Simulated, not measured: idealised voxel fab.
The document below concerns the process module designated voxel self aligned contacts.
Cross-section cut spans 230 nm and uses square cells 5 nm in size.
For the purposes of this document, a cross-section shall be understood as a grid of square cells, specified as bands listed in top-to-bottom order, each band consisting of one or more rows of cells.
Basically the band line says how high the top is and how high the bottom is, in nm, and then what's in it from left to right, every material with its width in nm. Empty space shows up as "empty", and if a single material carries "all across" it runs the full band edge to edge.
Zero point of the height axis is 0; under it, received wafer = one material. Lowest band: continues down indefinitely, "0 nm and below".
Width "30 to 40": first value at the band's top row of cells, second value at its bottom row, equal change from row to row.
No cell of the cross-section changed in a step that is given as "nothing got changed".
Under "Enclosed empty spaces" you'll find the enclosed gaps, the ones with no way out to the top, that are 8 cells or bigger; each reads width x height at distance, with distance counted from the left edge, everything in nm.
Where a step's line continues beyond its settings, the continuation is a remark by the simulator itself on that step.
When a step includes a mask, the "overlay nm" setting on its line states how far to the right of its planned place that mask lay, and negative values state how far to the left.
List of planned process steps
1,RECEIVE (material Si)
2,CONFORMAL_DEP (material SiO2; thk nm 5)
3,DIRECTIONAL_DEP (material polySi; thk nm 20)
4,DIRECTIONAL_DEP (material SiN; thk nm 15)
5,DIRECTIONAL_DEP (material aC; thk nm 15)
6,PATTERN (tone cover; mask id GATE; material resist; width nm 25; pitch nm 50; thk nm 30; overlay nm 0)
7,DIRECTIONAL_ETCH (etch materials aC; depth nm 15)
8,STRIP (etch materials resist)
9,DIRECTIONAL_ETCH (etch materials SiN; depth nm 15)
10,DIRECTIONAL_ETCH (etch materials polySi; depth nm 20)
11,STRIP (etch materials aC)
12,CONFORMAL_DEP (material SiN; thk nm 5)
13,DIRECTIONAL_ETCH (etch materials SiN; depth nm 5)
14,FILL_DEP (material SiO2; thk nm 15)
15,CMP (height nm 50)
16,PATTERN (tone open; mask id CONTACT; material resist; width nm 35; thk nm 15; overlay nm 0)
17,DIRECTIONAL_ETCH (etch materials SiO2; depth nm 50)
18,STRIP (etch materials resist)
19,CONFORMAL_DEP (material TiN; thk nm 5)
20,FILL_DEP (material Ru; thk nm 10)
21,CMP (height nm 50)
22,CONFORMAL_DEP (material SiN; thk nm 5)
Here's what the wafer looked like in cross-section when it arrived - that's after step 1
	0 nm and below  Si all across
	Enclosed empty spaces: none
Here's the wafer cut in cross-section after the module, started and planned just like above, except one thing was done wrong in the run
	55 nm to 50 nm  SiN all across
	50 nm to 45 nm  95 SiO2  5 TiN  25 Ru  5 TiN  100 SiO2
	45 nm to 40 nm  95 SiO2  35 TiN  100 SiO2
	40 nm to 25 nm  80 SiN  15 SiO2  35 SiN  15 SiO2  85 SiN
	25 nm to 5 nm  75 polySi  5 SiN  15 SiO2  5 SiN  25 polySi  5 SiN  15 SiO2  5 SiN  80 polySi
	5 nm to 0 nm  SiO2 all across
	0 nm and below  Si all across
	Enclosed empty spaces: none
What was done differently from what was planned? step 6 was run on a setting that differed from the plan, and what really ran there is PATTERN (tone open; mask id GATE; material resist; width nm 25; pitch nm 50; thk nm 30; overlay nm 0)
